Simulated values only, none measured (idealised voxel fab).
process module | voxel transistor to metal
cross-section cut | 160 nm wide | cells 5 nm
A cross-section is a grid of square cells, given in bands from the top down. A band is one or more rows of cells.
Each band's line starts with the height of the band's top and of its bottom, in nm. Then come its materials from left to right, each with its width in nm. One material with "throughout" fills the band from edge to edge. "air" is empty space.
Height 0 is the level under which the wafer as received is all one material. The lowest band goes on downwards, as in "0 down".
A width such as "30 to 40" changes by the same amount from each row of cells to the next, from the band's top row to its bottom row.
"no change" after a step means that no cell of the cross-section changed.
closed voids: empty space of 8 cells or more with no open way to the top, each as width x height at its distance from the left edge, in nm
after a step's settings: what the simulator itself notes on the step
overlay nm, on a step with a mask: how far to the right of its planned place the mask lay; to the left if negative
plan
1 op RECEIVE | material Si
2 op OXIDIZE | depth nm 5
3 op CONFORMAL_DEP | material SiN | thk nm 10
4 op DIRECTIONAL_DEP | material aC | thk nm 15
5 op PATTERN | tone cover | mask id ACTIVE | material resist | width nm 115 | thk nm 35 | overlay nm 0
6 op DIRECTIONAL_ETCH | etch materials aC | depth nm 15
7 op STRIP | etch materials resist
8 op DIRECTIONAL_ETCH | etch materials SiN | depth nm 10
9 op DIRECTIONAL_ETCH | etch materials SiO2 | depth nm 5
10 op DIRECTIONAL_ETCH | etch materials Si | depth nm 30
11 op STRIP | etch materials aC
12 op OXIDIZE | depth nm 5
13 op FILL_DEP | material SiO2 | thk nm 10
14 op CMP | height nm 10
15 op SELECTIVE_ETCH | etch materials SiO2 | depth nm 5
16 op STRIP | etch materials SiN
17 op SELECTIVE_ETCH | etch materials SiO2 | depth nm 5
18 op OXIDIZE | depth nm 5
19 op DIRECTIONAL_DEP | material polySi | thk nm 20
20 op DIRECTIONAL_DEP | material SiCN | thk nm 10
21 op DIRECTIONAL_DEP | material aC | thk nm 15
22 op PATTERN | tone cover | mask id GATE | material resist | width nm 15 | thk nm 30 | overlay nm 0
23 op DIRECTIONAL_ETCH | etch materials aC | depth nm 15
24 op STRIP | etch materials resist
25 op DIRECTIONAL_ETCH | etch materials SiCN | depth nm 20
26 op DIRECTIONAL_ETCH | etch materials polySi | depth nm 30
27 op STRIP | etch materials aC
28 op CONFORMAL_DEP | material SiN | thk nm 10
29 op DIRECTIONAL_ETCH | etch materials SiN | depth nm 10
30 op DIRECTIONAL_ETCH | etch materials SiO2 | depth nm 5
31 op DIRECTIONAL_ETCH | etch materials Si | depth nm 5
32 op EPI | material nSi | thk nm 10
33 op FILL_DEP | material SiO2 | thk nm 5
34 op CMP | height nm 25
35 op DIRECTIONAL_DEP | material SiO2 | thk nm 15
36 op PATTERN | tone open | mask id CONTACT | material resist | width nm 35 | pitch nm 60 | thk nm 20 | overlay nm 0
37 op DIRECTIONAL_ETCH | etch materials SiO2 | depth nm 45
38 op STRIP | etch materials resist
39 op CONFORMAL_DEP | material TiN | thk nm 5
40 op FILL_DEP | material W | thk nm 5
41 op CMP | height nm 40
42 op CONFORMAL_DEP | material SiCN | thk nm 5
43 op DIRECTIONAL_DEP | material lowk | thk nm 15
44 op MASKED_ETCH | tone open | mask id METAL_1 | width nm 20 | pitch nm 75 | etch materials lowk | depth nm 15 | overlay nm 0
45 op MASKED_ETCH | tone open | mask id METAL_1 | width nm 20 | pitch nm 75 | etch materials SiCN | depth nm 5 | overlay nm 0
46 op CONFORMAL_DEP | material TiN | thk nm 5
47 op FILL_DEP | material Cu | thk nm 5
48 op CMP | height nm 60
49 op EPI | material Ru | thk nm 5
50 op FILL_DEP | material SiCN | thk nm 5
as received, after step 1
  0 down: Si throughout
  closed voids: none
first wafer at the end, as planned
  70 to 65: SiCN throughout
  65 to 60: SiCN 25 | Ru 30 | SiCN 45 | Ru 30 | SiCN 30
  60 to 45: lowk 30 | TiN 5 | Cu 10 | TiN 5 | lowk 55 | TiN 5 | Cu 10 | TiN 5 | lowk 35
  45 to 40: SiCN 30 | TiN 20 | SiCN 55 | TiN 20 | SiCN 35
  40 to 30: SiO2 30 | TiN 5 | W 25 | TiN 5 | SiO2 25 | TiN 5 | W 25 | TiN 5 | SiO2 35
  30 to 25: SiO2 30 | TiN 5 | W 20 | TiN 10 | SiO2 25 | TiN 10 | W 20 | TiN 5 | SiO2 35
  25 to 15: SiO2 30 | TiN 5 | W 20 | TiN 5 | SiN 10 | SiCN 15 | SiN 10 | TiN 5 | W 20 | TiN 5 | SiO2 35
  15 to 5: SiO2 30 | TiN 5 | W 20 | TiN 5 | SiN 10 | polySi 15 | SiN 10 | TiN 5 | W 20 | TiN 5 | SiO2 35
  5 to 0: SiO2 30 | TiN 5 | W 10 | TiN 15 | SiN 10 | polySi 15 | SiN 10 | TiN 15 | W 10 | TiN 5 | SiO2 35
  0 to -5: SiO2 15 | SiN 10 | SiO2 5 | TiN 20 | nSi 10 | SiN 10 | polySi 15 | SiN 10 | nSi 10 | TiN 20 | SiO2 5 | SiN 10 | SiO2 20
  -5 to -10: SiO2 25 | nSi 35 | SiO2 35 | nSi 35 | SiO2 30
  -10 to -15: SiO2 25 | nSi 35 | Si 35 | nSi 35 | SiO2 30
  -15 to -40: SiO2 25 | Si 105 | SiO2 30
  -40 down: Si throughout
  closed voids: none
second wafer at the end: like start, like plan, one mistake
  70 to 65: SiCN throughout
  65 to 60: SiCN 25 | Ru 30 | SiCN 45 | Ru 30 | SiCN 30
  60 to 45: lowk 30 | TiN 5 | Cu 10 | TiN 5 | lowk 55 | TiN 5 | Cu 10 | TiN 5 | lowk 35
  45 to 40: SiCN 30 | TiN 20 | SiCN 55 | TiN 20 | SiCN 35
  40 to 30: SiO2 30 | TiN 5 | W 25 | TiN 5 | SiO2 25 | TiN 5 | W 25 | TiN 5 | SiO2 35
  30 to 25: SiO2 30 | TiN 5 | W 20 | TiN 10 | SiO2 25 | TiN 10 | W 20 | TiN 5 | SiO2 35
  25 to 15: SiO2 30 | TiN 5 | W 20 | TiN 5 | SiN 10 | SiCN 15 | SiN 10 | TiN 5 | W 20 | TiN 5 | SiO2 35
  15 to 0: SiO2 30 | TiN 5 | W 20 | TiN 5 | SiN 10 | polySi 15 | SiN 10 | TiN 5 | W 20 | TiN 5 | SiO2 35
  0 to -5: SiO2 15 | SiN 10 | SiO2 5 | TiN 30 | SiN 10 | polySi 15 | SiN 10 | TiN 30 | SiO2 5 | SiN 10 | SiO2 20
  -5 to -20: SiO2 throughout
  -20 to -40: SiO2 25 | Si 105 | SiO2 30
  -40 down: Si throughout
  closed voids: none
what went wrong: step 18 ran as: op OXIDIZE | depth nm 15
at the end the second wafer has, in cells: 28 fewer of Si | 56 more of SiO2 | 4 more of W | 32 fewer of nSi
